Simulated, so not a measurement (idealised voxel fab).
A process module follows: voxel self aligned vias.
Cross-section cut: width 295 nm, square cells of 5 nm.
Bands, listed from the top down, are how a cross-section gets written in this document; the cross-section itself is a grid of square cells, and a band is one or more rows of them. Band: top height; bottom height; in nm. Then, left to right: material with width in nm, for each material. "all across": a single material spanning edge to edge. "blank": empty space. A quick word on heights: they are counted from 0, and under that level the wafer as it came to us is one material throughout. The lowest band is different from the rest in having no bottom; it simply continues downward, written as in "z 0 and below". The two numbers in a width such as "30..40" mark its ends across the band: the first belongs to the top row of cells, the second to the bottom row, and from each row to the next the width moves by the same amount. Where a step carries "no alteration", the cross-section came out of it unchanged, cell for cell. "Closed void table" - sealed voids, min. 8 cells, no opening to top; format: width x height at distance (distance from left edge; nm throughout). Whatever follows a step's settings on its line is a remark the simulator itself makes about that step. If you see "overlay nm" on a step's line and that step has a mask, it's telling you how far right of where it was planned the mask ended up; a negative number means it went left instead.

[Here's what the planned process steps look like]
1,RECEIVE,material Si
2,CONFORMAL_DEP,material SiO2,thk nm 15
3,CONFORMAL_DEP,material SiCN,thk nm 5
4,DIRECTIONAL_DEP,material lowk,thk nm 25
5,MASKED_ETCH,tone open,mask id LINES,width nm 15,pitch nm 70,etch materials lowk,depth nm 25,overlay nm 0
6,CONFORMAL_DEP,material TiN,thk nm 5
7,FILL_DEP,material W,thk nm 10
8,CMP,height nm 45
9,SELECTIVE_ETCH,etch materials W Ru TiN,depth nm 10
10,FILL_DEP,material SiN,thk nm 5
11,CMP,height nm 45
12,DIRECTIONAL_DEP,material lowk,thk nm 20
13,DIRECTIONAL_DEP,material aC,thk nm 15
14,PATTERN,tone open,mask id VIAS,material resist,width nm 40,pitch nm 70,thk nm 35,overlay nm 0
15,DIRECTIONAL_ETCH,etch materials aC,depth nm 15
16,STRIP,etch materials resist
17,DIRECTIONAL_ETCH,etch materials lowk,depth nm 20
18,DIRECTIONAL_ETCH,etch materials SiN,depth nm 10
19,STRIP,etch materials aC
20,CONFORMAL_DEP,material TiN,thk nm 5
21,FILL_DEP,material Cu,thk nm 10
22,CMP,height nm 65
23,CONFORMAL_DEP,material SiCN,thk nm 5
The width nm used in step 5 is not the same on every wafer, whereas the starting condition is; the value printed in the plan is the first wafer's.

[first wafer as received, after step 1]
z 0 and below = Si all across
Closed void table: none

[First wafer of several, cross-section, module end, after step 23 (last)]
z 70 to 65 = SiCN all across
z 65 to 50 = 55 of lowk, then 5 of TiN, then 30 of Cu, then 5 of TiN, then 30 of lowk, then 5 of TiN, then 30 of Cu, then 5 of TiN, then 30 of lowk, then 5 of TiN, then 30 of Cu, then 5 of TiN, then 60 of lowk
z 50 to 40 = 55..70 of lowk, then 20..5 of TiN, then 5 of Cu, then 15..5 of TiN, then 30..55 of lowk, then 20..5 of TiN, then 5 of Cu, then 15..5 of TiN, then 30..55 of lowk, then 20..5 of TiN, then 5 of Cu, then 15..5 of TiN, then 60..70 of lowk
z 40 to 35 = 70 of lowk, then 15 of TiN, then 55 of lowk, then 15 of TiN, then 55 of lowk, then 15 of TiN, then 70 of lowk
z 35 to 25 = 70 of lowk, then 5 of TiN, then 5 of W, then 5 of TiN, then 55 of lowk, then 5 of TiN, then 5 of W, then 5 of TiN, then 55 of lowk, then 5 of TiN, then 5 of W, then 5 of TiN, then 70 of lowk
z 25 to 20 = 70 of lowk, then 15 of TiN, then 55 of lowk, then 15 of TiN, then 55 of lowk, then 15 of TiN, then 70 of lowk
z 20 to 15 = SiCN all across
z 15 to 0 = SiO2 all across
z 0 and below = Si all across
Closed void table: none

[Last wafer x-sec, end of module]
z 70 to 65 = SiCN all across
z 65 to 50 = 55 of lowk, then 5 of TiN, then 30 of Cu, then 5 of TiN, then 30 of lowk, then 5 of TiN, then 30 of Cu, then 5 of TiN, then 30 of lowk, then 5 of TiN, then 30 of Cu, then 5 of TiN, then 60 of lowk
z 50 to 40 = 55..60 of lowk, then 10..5 of TiN, then 25 of Cu, then 5 of TiN, then 30..35 of lowk, then 10..5 of TiN, then 25 of Cu, then 5 of TiN, then 30..35 of lowk, then 10..5 of TiN, then 25 of Cu, then 5 of TiN, then 60 of lowk
z 40 to 35 = 60 of lowk, then 35 of TiN, then 35 of lowk, then 35 of TiN, then 35 of lowk, then 35 of TiN, then 60 of lowk
z 35 to 25 = 60 of lowk, then 5 of TiN, then 25 of W, then 5 of TiN, then 35 of lowk, then 5 of TiN, then 25 of W, then 5 of TiN, then 35 of lowk, then 5 of TiN, then 25 of W, then 5 of TiN, then 60 of lowk
z 25 to 20 = 60 of lowk, then 35 of TiN, then 35 of lowk, then 35 of TiN, then 35 of lowk, then 35 of TiN, then 60 of lowk
z 20 to 15 = SiCN all across
z 15 to 0 = SiO2 all across
z 0 and below = Si all across
Closed void table: none

[Per wafer (row), end of module: delta in cells per material since receipt, (+) for gained, (-) for lost; closed voids after that]
width nm 15, +60 Cu, +118 SiCN, +177 SiO2, +75 TiN, +6 W, +390 lowk, Closed void table: none
width nm 20, +66 Cu, +118 SiCN, +177 SiO2, +78 TiN, +12 W, +375 lowk, Closed void table: none
width nm 25, +72 Cu, +118 SiCN, +177 SiO2, +81 TiN, +18 W, +360 lowk, Closed void table: none
width nm 30, +78 Cu, +118 SiCN, +177 SiO2, +84 TiN, +24 W, +345 lowk, Closed void table: none
width nm 35, +84 Cu, +118 SiCN, +177 SiO2, +87 TiN, +30 W, +330 lowk, Closed void table: none
